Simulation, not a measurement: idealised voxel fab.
Process module under the name voxel released beams
In the cross-section labelled cut, the width is 195 nm and each square cell is 5 nm.
A cross-section is written here as square cells arranged in a grid, and it is given in bands from the top down, each band taking up one or more rows of cells. Basically the band line says how high the top is and how high the bottom is, in nm, and then what's in it from left to right, every material with its width in nm. Empty space shows up as "blank", and if a single material carries "throughout" it runs the full band edge to edge. Heights are expressed relative to 0, this being the level below which the as-received wafer comprises one material exclusively. The lowest band is unbounded in the downward direction and is denoted as in "top 0, no bottom". A two-number width, for instance "30->40", indicates that the width is equal to the first number in the top row of the band and to the second number in the bottom row, and that it changes by a constant amount per row of cells. You'll sometimes find "all unchanged" written for a step, and that's the way of saying that nowhere in the cross-section did a cell change during that step. Each empty space that has no open way to the top and spans at least 8 cells appears under "Enclosed cavities" as width x height at distance, the distance counted from the left edge, all in nm. Read whatever lies past the settings on a step's line as the simulator's own remark about the step. overlay nm: for a step with a mask, the amount by which the mask lay right of where it was planned; a negative amount means left of it.
**The process steps that were planned are listed below**
1. RECEIVE: material Si
2. CONFORMAL_DEP: material SiN, thk nm 10
3. DIRECTIONAL_DEP: material SiO2, thk nm 10
4. DIRECTIONAL_DEP: material aC, thk nm 10
5. PATTERN: tone open, mask id ANCHOR, material resist, width nm 45, thk nm 25, overlay nm 0
6. DIRECTIONAL_ETCH: etch materials aC, depth nm 10
7. STRIP: etch materials resist
8. DIRECTIONAL_ETCH: etch materials SiO2, depth nm 10
9. STRIP: etch materials aC
10. CONFORMAL_DEP: material polySi, thk nm 15
11. DIRECTIONAL_DEP: material aC, thk nm 15
12. PATTERN: tone cover, mask id BEAM, material resist, width nm 100, thk nm 30, overlay nm 0
13. DIRECTIONAL_ETCH: etch materials aC, depth nm 15
14. STRIP: etch materials resist
15. DIRECTIONAL_ETCH: etch materials polySi, depth nm 15
16. STRIP: etch materials aC
17. STRIP: etch materials SiO2
**Cross-section of the wafer upon arrival, representing the state reached after step 1**
  top 0, no bottom | Si throughout
  Enclosed cavities: none
**Cross-section at module end, one run error; start and plan unchanged from above**
  top 25, bottom 15 | blank 45->50 nm, then polySi 10->5 nm, then blank 35 nm, then polySi 55->5 nm, then blank 50->100 nm
  top 15, bottom 10 | blank 50 nm, then polySi 45 nm, then blank 100 nm
  top 10, bottom 0 | SiN throughout
  top 0, no bottom | Si throughout
  Enclosed cavities: none
Finding, execution versus plan: for step 10, the planned setting was not used; the step was instead run as CONFORMAL_DEP: material polySi, thk nm 5
